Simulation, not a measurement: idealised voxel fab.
process module | voxel self aligned contacts
cross-section cut | 255 nm wide | cells 5 nm
A cross-section is a grid of square cells, given in bands from the top down. A band is one or more rows of cells.
Each band's line starts with the height of the band's top and of its bottom, in nm. Then come its materials from left to right, each with its width in nm. One material with "throughout" fills the band from edge to edge. "air" is empty space.
Height 0 is the level under which the wafer as received is all one material. The lowest band goes on downwards, as in "0 down".
A width such as "30 to 40" changes by the same amount from each row of cells to the next, from the band's top row to its bottom row.
"no change" after a step means that no cell of the cross-section changed.
closed voids: empty space of 8 cells or more with no open way to the top, each as width x height at its distance from the left edge, in nm
after a step's settings: what the simulator itself notes on the step
overlay nm, on a step with a mask: how far to the right of its planned place the mask lay; to the left if negative
plan
1 op RECEIVE | material Si
2 op OXIDIZE | depth nm 5
3 op DIRECTIONAL_DEP | material polySi | thk nm 30
4 op DIRECTIONAL_DEP | material SiN | thk nm 25
5 op DIRECTIONAL_DEP | material aC | thk nm 10
6 op PATTERN | tone cover | mask id GATE | material resist | width nm 30 | pitch nm 75 | thk nm 30 | overlay nm 0
7 op DIRECTIONAL_ETCH | etch materials aC | depth nm 10
8 op STRIP | etch materials resist
9 op DIRECTIONAL_ETCH | etch materials SiN | depth nm 25
10 op DIRECTIONAL_ETCH | etch materials polySi | depth nm 30
11 op STRIP | etch materials aC
12 op CONFORMAL_DEP | material SiN | thk nm 10
13 op DIRECTIONAL_ETCH | etch materials SiN | depth nm 10
14 op FILL_DEP | material SiO2 | thk nm 15
15 op CMP | height nm 60
16 op MASKED_ETCH | tone open | mask id CONTACT | width nm 55 | etch materials SiO2 | depth nm 65 | overlay nm 0
17 op CONFORMAL_DEP | material TiN | thk nm 5
18 op FILL_DEP | material W | thk nm 5
19 op CMP | height nm 60
20 op CONFORMAL_DEP | material SiCN | thk nm 5
first wafer, as planned
as received, after step 1
  0 down: Si throughout
  closed voids: none
after step 2
  0 to -5: SiO2 throughout
  below -5: unchanged
after step 3
  30 to 0: polySi throughout
  below 0: unchanged
after step 4
  55 to 30: SiN throughout
  below 30: unchanged
after step 5
  65 to 55: aC throughout
  below 55: unchanged
after step 6
  95 to 65: air 75 | resist 30 | air 45 | resist 30 | air 75
  below 65: unchanged
after step 7
  85 to 65: air 75 | resist 30 | air 45 | resist 30 | air 75
  65 to 55: air 75 | aC 30 | air 45 | aC 30 | air 75
  below 55: unchanged
after step 8
  65 to 55: air 75 | aC 30 | air 45 | aC 30 | air 75
  below 55: unchanged
after step 9
  65 to 55: air 75 | aC 30 | air 45 | aC 30 | air 75
  55 to 30: air 75 | SiN 30 | air 45 | SiN 30 | air 75
  below 30: unchanged
after step 10
  65 to 55: air 75 | aC 30 | air 45 | aC 30 | air 75
  55 to 30: air 75 | SiN 30 | air 45 | SiN 30 | air 75
  30 to 0: air 75 | polySi 30 | air 45 | polySi 30 | air 75
  below 0: unchanged
after step 11
  55 to 30: air 75 | SiN 30 | air 45 | SiN 30 | air 75
  below 30: unchanged
after step 12
  65 to 30: air 65 | SiN 50 | air 25 | SiN 50 | air 65
  30 to 10: air 65 | SiN 10 | polySi 30 | SiN 10 | air 25 | SiN 10 | polySi 30 | SiN 10 | air 65
  10 to 0: SiN 75 | polySi 30 | SiN 45 | polySi 30 | SiN 75
  below 0: unchanged
after step 13
  55 to 30: air 65 | SiN 50 | air 25 | SiN 50 | air 65
  30 to 0: air 65 | SiN 10 | polySi 30 | SiN 10 | air 25 | SiN 10 | polySi 30 | SiN 10 | air 65
  below 0: unchanged
after step 14
  70 to 55: SiO2 throughout
  55 to 30: SiO2 65 | SiN 50 | SiO2 25 | SiN 50 | SiO2 65
  30 to 0: SiO2 65 | SiN 10 | polySi 30 | SiN 10 | SiO2 25 | SiN 10 | polySi 30 | SiN 10 | SiO2 65
  below 0: unchanged
after step 15
  60 to 55: SiO2 throughout
  below 55: unchanged
after step 16
  60 to 55: SiO2 100 | air 55 | SiO2 100
  55 to 30: SiO2 65 | SiN 50 | air 25 | SiN 50 | SiO2 65
  30 to 0: SiO2 65 | SiN 10 | polySi 30 | SiN 10 | air 25 | SiN 10 | polySi 30 | SiN 10 | SiO2 65
  0 to -5: SiO2 115 | air 25 | SiO2 115
  below -5: unchanged
after step 17
  65 to 60: TiN 105 | air 45 | TiN 105
  60 to 55: SiO2 100 | TiN 20 | air 15 | TiN 20 | SiO2 100
  55 to 30: SiO2 65 | SiN 50 | TiN 5 | air 15 | TiN 5 | SiN 50 | SiO2 65
  30 to 0: SiO2 65 | SiN 10 | polySi 30 | SiN 10 | TiN 5 | air 15 | TiN 5 | SiN 10 | polySi 30 | SiN 10 | SiO2 65
  0 to -5: SiO2 115 | TiN 25 | SiO2 115
  below -5: unchanged
after step 18
  70 to 65: W throughout
  65 to 60: TiN 105 | W 45 | TiN 105
  60 to 55: SiO2 100 | TiN 20 | W 15 | TiN 20 | SiO2 100
  55 to 30: SiO2 65 | SiN 50 | TiN 5 | W 15 | TiN 5 | SiN 50 | SiO2 65
  30 to 0: SiO2 65 | SiN 10 | polySi 30 | SiN 10 | TiN 5 | W 15 | TiN 5 | SiN 10 | polySi 30 | SiN 10 | SiO2 65
  below 0: unchanged
after step 19
  60 to 55: SiO2 100 | TiN 20 | W 15 | TiN 20 | SiO2 100
  below 55: unchanged
after step 20
  65 to 60: SiCN throughout
  below 60: unchanged
second wafer: like start, like plan, one mistake. Through step 19 it matches the first wafer
when step 20 should have ended
  65 to 60: SiN throughout
  below 60: unchanged
what went wrong: step 20 ran as: op CONFORMAL_DEP | material SiN | thk nm 5
at the end the second wafer has, in cells: 51 fewer of SiCN | 51 more of SiN
